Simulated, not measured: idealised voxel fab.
Module name: voxel ribs on slabs (process module)
Displayed cross-section: cut, width of 185 nm, square cells sized 5 nm.
How to read a cross-section here: the picture is a grid of square cells, written as bands going from the top down, and any band can span one or more rows of cells.
Quick guide to a band line: top height, bottom height (nm) up front; then every material left to right with its width in nm. Only one material and it's marked "full width"? Then it fills the band edge to edge. And "empty" just means empty space.
Heights are reckoned from 0. Under this level, the received wafer is all of one material. The bottommost band is open-ended downward, for example "top 0, no bottom".
A width such as "30->40" changes by the same amount from each row of cells to the next, from the band's top row to its bottom row.
"no change" means the step left every cell of the cross-section as it was.
Empty spaces counting at least 8 cells and having no open way to the top are listed in "Enclosed void list". The notation width x height at distance is used for each, the distance being from the left edge and all three values in nm.
after a step's settings: what the simulator itself notes on the step
The "overlay nm" setting may appear on a step's line; for a step that uses a mask, it gives how far to the right of its planned position the mask lay, and a negative value indicates the left.

**Process steps foreseen in the plan**
step 1: RECEIVE [material Si]
step 2: DIRECTIONAL_DEP [material SiO2] [thk nm 20]
step 3: DIRECTIONAL_DEP [material polySi] [thk nm 15]
step 4: MASKED_ETCH [tone cover] [mask id RIB] [width nm 15] [etch materials polySi] [depth nm 5] [overlay nm 0]
step 5: MASKED_ETCH [tone cover] [mask id SLAB] [width nm 55] [etch materials polySi] [depth nm 10] [overlay nm 0]
step 6: FILL_DEP [material SiO2] [thk nm 20]
step 7: CMP [height nm 45]
step 8: DIRECTIONAL_DEP [material TiN] [thk nm 5]
step 9: DIRECTIONAL_DEP [material aC] [thk nm 10]
step 10: PATTERN [tone cover] [mask id HEATER] [material resist] [width nm 25] [thk nm 30] [overlay nm 0]
step 11: DIRECTIONAL_ETCH [etch materials aC] [depth nm 10]
step 12: STRIP [etch materials resist]
step 13: DIRECTIONAL_ETCH [etch materials TiN] [depth nm 5]
step 14: STRIP [etch materials aC]
step 15: CONFORMAL_DEP [material SiN] [thk nm 5]

**First of the two wafers, run per plan**

**As-received wafer cross-section (after step 1)**
	top 0, no bottom: Si full width
	Enclosed void list: none

**Cross-section of the wafer subsequent to step 2**
	top 20, bottom 0: SiO2 full width
	Under 0: no change, same as before.

**Cross-section of the wafer subsequent to step 3**
	top 35, bottom 20: polySi full width
	Under 20: no change, same as before.

**Cross-section of the wafer subsequent to step 4**
	top 35, bottom 30: empty (85) / polySi (15) / empty (85)
	Under 30: no change, same as before.

**Cross-section of the wafer subsequent to step 5**
	top 35, bottom 30: empty (85) / polySi (15) / empty (85)
	top 30, bottom 20: empty (65) / polySi (55) / empty (65)
	Under 20: no change, same as before.

**Cross-section of the wafer subsequent to step 6**
	top 55, bottom 35: SiO2 full width
	top 35, bottom 30: SiO2 (85) / polySi (15) / SiO2 (85)
	top 30, bottom 20: SiO2 (65) / polySi (55) / SiO2 (65)
	Under 20: no change, same as before.

**Cross-section of the wafer subsequent to step 7**
	top 45, bottom 35: SiO2 full width
	Under 35: no change, same as before.

**Cross-section of the wafer subsequent to step 8**
	top 50, bottom 45: TiN full width
	Under 45: no change, same as before.

**Cross-section of the wafer subsequent to step 9**
	top 60, bottom 50: aC full width
	Under 50: no change, same as before.

**Cross-section of the wafer subsequent to step 10**
	top 90, bottom 60: empty (80) / resist (25) / empty (80)
	Under 60: no change, same as before.

**Cross-section of the wafer subsequent to step 11**
	top 80, bottom 60: empty (80) / resist (25) / empty (80)
	top 60, bottom 50: empty (80) / aC (25) / empty (80)
	Under 50: no change, same as before.

**Cross-section of the wafer subsequent to step 12**
	top 60, bottom 50: empty (80) / aC (25) / empty (80)
	Under 50: no change, same as before.

**Cross-section of the wafer subsequent to step 13**
	top 60, bottom 50: empty (80) / aC (25) / empty (80)
	top 50, bottom 45: empty (80) / TiN (25) / empty (80)
	Under 45: no change, same as before.

**Cross-section of the wafer subsequent to step 14**
	top 50, bottom 45: empty (80) / TiN (25) / empty (80)
	Under 45: no change, same as before.

**Cross-section of the wafer subsequent to step 15**
	top 55, bottom 50: empty (75) / SiN (35) / empty (75)
	top 50, bottom 45: SiN (80) / TiN (25) / SiN (80)
	Under 45: no change, same as before.

**The remaining wafer, second of the two, started like the first and was run to the same plan, except that one mistake was made along the way; the two coincide through step 9, inclusive**

**Cross-sectional representation of the second wafer at the time designated in the plan for the completion of step 10**
	top 90, bottom 60: empty (70) / resist (25) / empty (90)
	Under 60: no change, same as before.

**Cross-sectional representation of the second wafer at the time designated in the plan for the completion of step 11**
	top 80, bottom 60: empty (70) / resist (25) / empty (90)
	top 60, bottom 50: empty (70) / aC (25) / empty (90)
	Under 50: no change, same as before.

**Cross-sectional representation of the second wafer at the time designated in the plan for the completion of step 12**
	top 60, bottom 50: empty (70) / aC (25) / empty (90)
	Under 50: no change, same as before.

**Cross-sectional representation of the second wafer at the time designated in the plan for the completion of step 13**
	top 60, bottom 50: empty (70) / aC (25) / empty (90)
	top 50, bottom 45: empty (70) / TiN (25) / empty (90)
	Under 45: no change, same as before.

**Cross-sectional representation of the second wafer at the time designated in the plan for the completion of step 14**
	top 50, bottom 45: empty (70) / TiN (25) / empty (90)
	Under 45: no change, same as before.

**Cross-sectional representation of the second wafer at the time designated in the plan for the completion of step 15**
	top 55, bottom 50: empty (65) / SiN (35) / empty (85)
	top 50, bottom 45: SiN (70) / TiN (25) / SiN (90)
	Under 45: no change, same as before.
Finding, execution versus plan: off-plan run, step 10, actual operation and settings PATTERN [tone cover] [mask id HEATER] [material resist] [width nm 25] [thk nm 30] [overlay nm -10]
The concluding comparison shows that, measured in cells, each material is equally abundant on both wafers, albeit at different positions.
